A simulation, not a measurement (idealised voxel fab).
Process module name: voxel transistor to metal
The cross-section on display is named cut; it measures 180 nm wide, and its cells are 5 nm squares.
Format of a cross-section: grid, square cells. Given as bands. Order: top down. Band: one or more rows of cells. Top height, bottom height, nm. Materials left to right, width each, nm. Single material + "everywhere" = fills band edge to edge. "empty" = empty. Below 0: as-received wafer, all one material; heights counted from there. Lowest band: no bottom, goes on down, written "from 0 down". Width "30->40": first value at the band's top row of cells, second value at its bottom row, equal change from row to row. "no change" means the step left every cell of the cross-section as it was. In the "Closed void roster" entry, you get each enclosed empty space of 8 cells or more, one with no open way to the top, written width x height at distance, distance from the left edge, in nm. What comes after the settings on a step's line is commentary from the simulator itself on that step. overlay nm: mask right of planned place by this much (step with mask). Neg. = left.
## Process steps - plan
1 op RECEIVE | material Si
2 op CONFORMAL_DEP | material SiO2 | thk nm 5
3 op CONFORMAL_DEP | material SiN | thk nm 10
4 op MASKED_ETCH | tone cover | mask id ACTIVE | width nm 105 | etch materials SiN | depth nm 10 | overlay nm 0
5 op MASKED_ETCH | tone cover | mask id ACTIVE | width nm 105 | etch materials SiO2 | depth nm 5 | overlay nm 0
6 op MASKED_ETCH | tone cover | mask id ACTIVE | width nm 105 | etch materials Si | depth nm 35 | overlay nm 0
7 op FILL_DEP | material SiO2 | thk nm 15
8 op CMP | height nm 15
9 op SELECTIVE_ETCH | etch materials SiO2 | depth nm 5
10 op STRIP | etch materials SiN
11 op SELECTIVE_ETCH | etch materials SiO2 | depth nm 5
12 op OXIDIZE | depth nm 5
13 op DIRECTIONAL_DEP | material polySi | thk nm 20
14 op DIRECTIONAL_DEP | material SiCN | thk nm 10
15 op MASKED_ETCH | tone cover | mask id GATE | width nm 25 | etch materials SiCN | depth nm 20 | overlay nm 0
16 op MASKED_ETCH | tone cover | mask id GATE | width nm 25 | etch materials polySi | depth nm 30 | overlay nm 0
17 op CONFORMAL_DEP | material SiN | thk nm 10
18 op DIRECTIONAL_ETCH | etch materials SiN | depth nm 10
19 op DIRECTIONAL_ETCH | etch materials SiO2 | depth nm 5
20 op DIRECTIONAL_ETCH | etch materials Si | depth nm 10
21 op EPI | material nSi | thk nm 10
22 op FILL_DEP | material SiO2 | thk nm 5
23 op CMP | height nm 30
24 op DIRECTIONAL_DEP | material SiO2 | thk nm 15
25 op PATTERN | tone open | mask id CONTACT | material resist | width nm 30 | pitch nm 65 | thk nm 15 | overlay nm 0
26 op DIRECTIONAL_ETCH | etch materials SiO2 | depth nm 50
27 op STRIP | etch materials resist
28 op CONFORMAL_DEP | material TiN | thk nm 5
29 op FILL_DEP | material W | thk nm 5
30 op CMP | height nm 45
31 op CONFORMAL_DEP | material SiCN | thk nm 5
32 op DIRECTIONAL_DEP | material lowk | thk nm 25
33 op PATTERN | tone open | mask id METAL_1 | material resist | width nm 15 | pitch nm 80 | thk nm 20 | overlay nm 0
34 op DIRECTIONAL_ETCH | etch materials lowk | depth nm 25
35 op DIRECTIONAL_ETCH | etch materials SiCN | depth nm 5
36 op STRIP | etch materials resist
37 op CONFORMAL_DEP | material TiN | thk nm 5
38 op FILL_DEP | material W | thk nm 10
39 op CMP | height nm 75
40 op CONFORMAL_DEP | material SiCN | thk nm 5
41 op DIRECTIONAL_DEP | material SiO2 | thk nm 25
42 op MASKED_ETCH | tone open | mask id METAL_2 | width nm 15 | pitch nm 80 | etch materials SiO2 | depth nm 20 | overlay nm 0
43 op DIRECTIONAL_DEP | material aC | thk nm 10
44 op PATTERN | tone open | mask id METAL_2_HOLES | material resist | width nm 15 | pitch nm 80 | thk nm 25 | overlay nm 0
45 op DIRECTIONAL_ETCH | etch materials aC | depth nm 10
46 op STRIP | etch materials resist
47 op DIRECTIONAL_ETCH | etch materials SiO2 | depth nm 15
48 op DIRECTIONAL_ETCH | etch materials SiCN | depth nm 5
49 op STRIP | etch materials aC
50 op CONFORMAL_DEP | material TiN | thk nm 5
51 op FILL_DEP | material Cu | thk nm 10
52 op CMP | height nm 115
53 op CONFORMAL_DEP | material SiCN | thk nm 5
It is noted that the wafers described herein are identical at the outset and are distinguished by the thk nm of step 41; the value stated in the plan corresponds to the first wafer.
## So this is the first of several wafers, cross-sectioned as it came to us, meaning it's at the end of step 1
	from 0 down: Si everywhere
	Closed void roster: none
## End-of-module cross-section, first of several wafers, after last step 53
	from 120 to 115: SiCN everywhere
	from 115 to 110: Cu everywhere
	from 110 to 105: TiN=45, then Cu=5, then TiN=75, then Cu=5, then TiN=50
	from 105 to 80: SiO2=40, then TiN=5, then Cu=5, then TiN=5, then SiO2=65, then TiN=5, then Cu=5, then TiN=5, then SiO2=45
	from 80 to 75: SiCN=40, then TiN=15, then SiCN=65, then TiN=15, then SiCN=45
	from 75 to 50: lowk=40, then TiN=5, then W=5, then TiN=5, then lowk=65, then TiN=5, then W=5, then TiN=5, then lowk=45
	from 50 to 45: SiCN=40, then TiN=15, then SiCN=65, then TiN=15, then SiCN=45
	from 45 to 35: SiO2=40, then TiN=5, then W=20, then TiN=5, then SiO2=35, then TiN=5, then W=20, then TiN=5, then SiO2=45
	from 35 to 30: SiO2=40, then TiN=5, then W=15, then TiN=10, then SiO2=35, then TiN=10, then W=15, then TiN=5, then SiO2=45
	from 30 to 20: SiO2=40, then TiN=5, then W=15, then TiN=5, then SiN=10, then SiCN=25, then SiN=10, then TiN=5, then W=15, then TiN=5, then SiO2=45
	from 20 to 10: SiO2=40, then TiN=5, then W=15, then TiN=5, then SiN=10, then polySi=25, then SiN=10, then TiN=5, then W=15, then TiN=5, then SiO2=45
	from 10 to 5: SiO2=40, then TiN=25, then SiN=10, then polySi=25, then SiN=10, then TiN=25, then SiO2=45
	from 5 to 0: SiO2=30, then SiN=10, then nSi=10, then TiN=5, then nSi=10, then SiN=10, then polySi=25, then SiN=10, then nSi=10, then TiN=5, then nSi=10, then SiN=10, then SiO2=35
	from 0 to -5: SiO2=40, then nSi=10, then TiN=5, then nSi=10, then SiO2=45, then nSi=10, then TiN=5, then nSi=10, then SiO2=45
	from -5 to -15: SiO2=35, then Si=5, then nSi=25, then Si=45, then nSi=25, then Si=5, then SiO2=40
	from -15 to -35: SiO2=35, then Si=105, then SiO2=40
	from -35 down: Si everywhere
	Closed void roster: none
## X-section, last wafer, module end
	from 120 to 115: SiCN everywhere
	from 115 to 100: SiO2=40, then TiN=5, then Cu=5, then TiN=5, then SiO2=65, then TiN=5, then Cu=5, then TiN=5, then SiO2=45
	from 100 to 95: SiO2=40, then TiN=15, then SiO2=65, then TiN=15, then SiO2=45
	from 95 to 80: SiO2 everywhere
	from 80 to 75: SiCN everywhere
	from 75 to 50: lowk=40, then TiN=5, then W=5, then TiN=5, then lowk=65, then TiN=5, then W=5, then TiN=5, then lowk=45
	from 50 to 45: SiCN=40, then TiN=15, then SiCN=65, then TiN=15, then SiCN=45
	from 45 to 35: SiO2=40, then TiN=5, then W=20, then TiN=5, then SiO2=35, then TiN=5, then W=20, then TiN=5, then SiO2=45
	from 35 to 30: SiO2=40, then TiN=5, then W=15, then TiN=10, then SiO2=35, then TiN=10, then W=15, then TiN=5, then SiO2=45
	from 30 to 20: SiO2=40, then TiN=5, then W=15, then TiN=5, then SiN=10, then SiCN=25, then SiN=10, then TiN=5, then W=15, then TiN=5, then SiO2=45
	from 20 to 10: SiO2=40, then TiN=5, then W=15, then TiN=5, then SiN=10, then polySi=25, then SiN=10, then TiN=5, then W=15, then TiN=5, then SiO2=45
	from 10 to 5: SiO2=40, then TiN=25, then SiN=10, then polySi=25, then SiN=10, then TiN=25, then SiO2=45
	from 5 to 0: SiO2=30, then SiN=10, then nSi=10, then TiN=5, then nSi=10, then SiN=10, then polySi=25, then SiN=10, then nSi=10, then TiN=5, then nSi=10, then SiN=10, then SiO2=35
	from 0 to -5: SiO2=40, then nSi=10, then TiN=5, then nSi=10, then SiO2=45, then nSi=10, then TiN=5, then nSi=10, then SiO2=45
	from -5 to -15: SiO2=35, then Si=5, then nSi=25, then Si=45, then nSi=25, then Si=5, then SiO2=40
	from -15 to -35: SiO2=35, then Si=105, then SiO2=40
	from -35 down: Si everywhere
	Closed void roster: none
## Basically each wafer gets a line in the table, showing it at the end of the module: material by material, the cells it gained (+) or lost (-) since we got it, then its closed voids
thk nm 25; +48 Cu; -146 Si; +106 SiCN; +28 SiN; +436 SiO2; +130 TiN; +56 W; +150 lowk; +36 nSi; +20 polySi; Closed void roster: none
thk nm 30; +14 Cu; -146 Si; +106 SiCN; +28 SiN; +466 SiO2; +134 TiN; +56 W; +150 lowk; +36 nSi; +20 polySi; Closed void roster: none
thk nm 35; +14 Cu; -146 Si; +106 SiCN; +28 SiN; +496 SiO2; +104 TiN; +56 W; +150 lowk; +36 nSi; +20 polySi; Closed void roster: none
thk nm 40; +10 Cu; -146 Si; +112 SiCN; +28 SiN; +502 SiO2; +96 TiN; +56 W; +150 lowk; +36 nSi; +20 polySi; Closed void roster: none
thk nm 45; +8 Cu; -146 Si; +112 SiCN; +28 SiN; +508 SiO2; +92 TiN; +56 W; +150 lowk; +36 nSi; +20 polySi; Closed void roster: none
thk nm 50; +6 Cu; -146 Si; +112 SiCN; +28 SiN; +514 SiO2; +88 TiN; +56 W; +150 lowk; +36 nSi; +20 polySi; Closed void roster: none
